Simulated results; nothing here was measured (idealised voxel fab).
Process module heading - voxel transistor to metal
For reference, the cross-section in this document is cut, with width 155 nm and square cells of 5 nm.
Heads up, the way a cross-section reads in here is a grid of square cells, handed over as bands from the top down, with every band being one or more rows of cells.
Heights first: top, then bottom, in nm. Then materials, left to right, each with a width in nm. "everywhere" on a single material: fills the band edge to edge. "blank": empty space.
Heights from 0 (as-received wafer is one material below). Bottom band endless downward, as "0 -> down".
Graded width ("30 to 40"): value in top row of band = first number; value in bottom row = second number; row-to-row change constant.
Reading "nothing different" for a step: not a cell of the cross-section changed in it.
Empty spaces counting at least 8 cells and having no open way to the top are listed in "Sealed voids". The notation width x height at distance is used for each, the distance being from the left edge and all three values in nm.
Post-settings text on a step line: simulator's own remark regarding the step.
If you see "overlay nm" on a step's line and that step has a mask, it's telling you how far right of where it was planned the mask ended up; a negative number means it went left instead.
### List of planned process steps
1: RECEIVE | material Si
2: CONFORMAL_DEP | material SiO2 | thk nm 5
3: CONFORMAL_DEP | material SiN | thk nm 10
4: PATTERN | tone cover | mask id ACTIVE | material resist | width nm 100 | thk nm 20 | overlay nm 0
5: DIRECTIONAL_ETCH | etch materials SiN | depth nm 10
6: DIRECTIONAL_ETCH | etch materials SiO2 | depth nm 5
7: DIRECTIONAL_ETCH | etch materials Si | depth nm 25
8: STRIP | etch materials resist
9: OXIDIZE | depth nm 5
10: FILL_DEP | material SiO2 | thk nm 5
11: CMP | height nm 15
12: SELECTIVE_ETCH | etch materials SiO2 | depth nm 5
13: STRIP | etch materials SiN
14: SELECTIVE_ETCH | etch materials SiO2 | depth nm 5
15: OXIDIZE | depth nm 5
16: DIRECTIONAL_DEP | material polySi | thk nm 30
17: DIRECTIONAL_DEP | material SiCN | thk nm 15
18: MASKED_ETCH | tone cover | mask id GATE | width nm 20 | etch materials SiCN | depth nm 25 | overlay nm 0
19: MASKED_ETCH | tone cover | mask id GATE | width nm 20 | etch materials polySi | depth nm 40 | overlay nm 0
20: CONFORMAL_DEP | material SiN | thk nm 10
21: DIRECTIONAL_ETCH | etch materials SiN | depth nm 10
22: DIRECTIONAL_ETCH | etch materials SiO2 | depth nm 5
23: EPI | material SiGe | thk nm 5
24: FILL_DEP | material SiO2 | thk nm 10
25: CMP | height nm 45
26: DIRECTIONAL_DEP | material SiO2 | thk nm 10
27: PATTERN | tone open | mask id CONTACT | material resist | width nm 15 | pitch nm 65 | thk nm 20 | overlay nm 0
28: DIRECTIONAL_ETCH | etch materials SiO2 | depth nm 55
29: STRIP | etch materials resist
30: CONFORMAL_DEP | material TiN | thk nm 5
31: FILL_DEP | material W | thk nm 5
32: CMP | height nm 55
33: DIRECTIONAL_DEP | material TiN | thk nm 5
34: DIRECTIONAL_DEP | material Ru | thk nm 20
35: PATTERN | tone cover | mask id METAL_1 | material resist | width nm 15 | pitch nm 65 | thk nm 20 | overlay nm 0
36: DIRECTIONAL_ETCH | etch materials Ru | depth nm 20
37: DIRECTIONAL_ETCH | etch materials TiN | depth nm 5
38: STRIP | etch materials resist
39: FILL_DEP | material SiO2 | thk nm 10
40: CMP | height nm 80
41: CONFORMAL_DEP | material SiCN | thk nm 5
42: DIRECTIONAL_DEP | material lowk | thk nm 25
43: DIRECTIONAL_DEP | material aC | thk nm 10
44: PATTERN | tone open | mask id METAL_2 | material resist | width nm 15 | pitch nm 65 | thk nm 30 | overlay nm 0
45: DIRECTIONAL_ETCH | etch materials aC | depth nm 10
46: STRIP | etch materials resist
47: DIRECTIONAL_ETCH | etch materials lowk | depth nm 15
48: STRIP | etch materials aC
49: MASKED_ETCH | tone open | mask id METAL_2_HOLES | width nm 15 | pitch nm 65 | etch materials lowk | depth nm 10 | overlay nm 0
50: MASKED_ETCH | tone open | mask id METAL_2_HOLES | width nm 15 | pitch nm 65 | etch materials SiCN | depth nm 5 | overlay nm 0
51: CONFORMAL_DEP | material TiN | thk nm 5
52: FILL_DEP | material Cu | thk nm 10
53: CMP | height nm 110
54: CONFORMAL_DEP | material SiN | thk nm 5
### as received, after step 1
  0 -> down | Si everywhere
  Sealed voids: none
### Run as planned - first of the two wafers cross-sectioned at the end of the module
  115 -> 110 | SiN everywhere
  110 -> 85 | lowk=35 | TiN=5 | Cu=5 | TiN=5 | lowk=50 | TiN=5 | Cu=5 | TiN=5 | lowk=40
  85 -> 80 | SiCN=35 | TiN=15 | SiCN=50 | TiN=15 | SiCN=40
  80 -> 60 | SiO2=35 | Ru=15 | SiO2=50 | Ru=15 | SiO2=40
  60 -> 55 | SiO2=35 | TiN=15 | SiO2=50 | TiN=15 | SiO2=40
  55 -> 45 | SiO2=35 | TiN=5 | W=5 | TiN=5 | SiO2=50 | TiN=5 | W=5 | TiN=5 | SiO2=40
  45 -> 30 | SiO2=35 | TiN=5 | W=5 | TiN=5 | SiO2=5 | SiN=10 | SiCN=20 | SiN=10 | SiO2=5 | TiN=5 | W=5 | TiN=5 | SiO2=40
  30 -> 5 | SiO2=35 | TiN=5 | W=5 | TiN=5 | SiO2=5 | SiN=10 | polySi=20 | SiN=10 | SiO2=5 | TiN=5 | W=5 | TiN=5 | SiO2=40
  5 -> 0 | SiO2=20 | SiN=10 | SiO2=5 | TiN=15 | SiO2=5 | SiN=10 | polySi=20 | SiN=10 | SiO2=5 | TiN=15 | SiO2=5 | SiN=10 | SiO2=25
  0 -> -5 | SiO2=30 | SiGe=25 | SiO2=40 | SiGe=25 | SiO2=35
  -5 -> -30 | SiO2=30 | Si=90 | SiO2=35
  -30 -> down | Si everywhere
  Sealed voids: none
### Module end: cross-section of wafer two of two. Same start and process plan as the first wafer. One mistake during execution
  115 -> 110 | SiN everywhere
  110 -> 85 | lowk=35 | TiN=5 | Cu=5 | TiN=5 | lowk=50 | TiN=5 | Cu=5 | TiN=5 | lowk=40
  85 -> 80 | SiCN=35 | TiN=15 | SiCN=50 | TiN=15 | SiCN=40
  80 -> 75 | SiO2=35 | TiN=15 | SiO2=50 | TiN=15 | SiO2=40
  75 -> 55 | TiN everywhere
  55 -> 45 | SiO2=35 | TiN=5 | W=5 | TiN=5 | SiO2=50 | TiN=5 | W=5 | TiN=5 | SiO2=40
  45 -> 30 | SiO2=35 | TiN=5 | W=5 | TiN=5 | SiO2=5 | SiN=10 | SiCN=20 | SiN=10 | SiO2=5 | TiN=5 | W=5 | TiN=5 | SiO2=40
  30 -> 5 | SiO2=35 | TiN=5 | W=5 | TiN=5 | SiO2=5 | SiN=10 | polySi=20 | SiN=10 | SiO2=5 | TiN=5 | W=5 | TiN=5 | SiO2=40
  5 -> 0 | SiO2=20 | SiN=10 | SiO2=5 | TiN=15 | SiO2=5 | SiN=10 | polySi=20 | SiN=10 | SiO2=5 | TiN=15 | SiO2=5 | SiN=10 | SiO2=25
  0 -> -5 | SiO2=30 | SiGe=25 | SiO2=40 | SiGe=25 | SiO2=35
  -5 -> -30 | SiO2=30 | Si=90 | SiO2=35
  -30 -> down | Si everywhere
  Sealed voids: none
Plan not followed: rather than as planned, step 34 actually ran as DIRECTIONAL_DEP | material TiN | thk nm 20
Final tally in cells, some materials are higher or lower on the second wafer than on the first: Ru -24 | SiO2 -100 | TiN +124
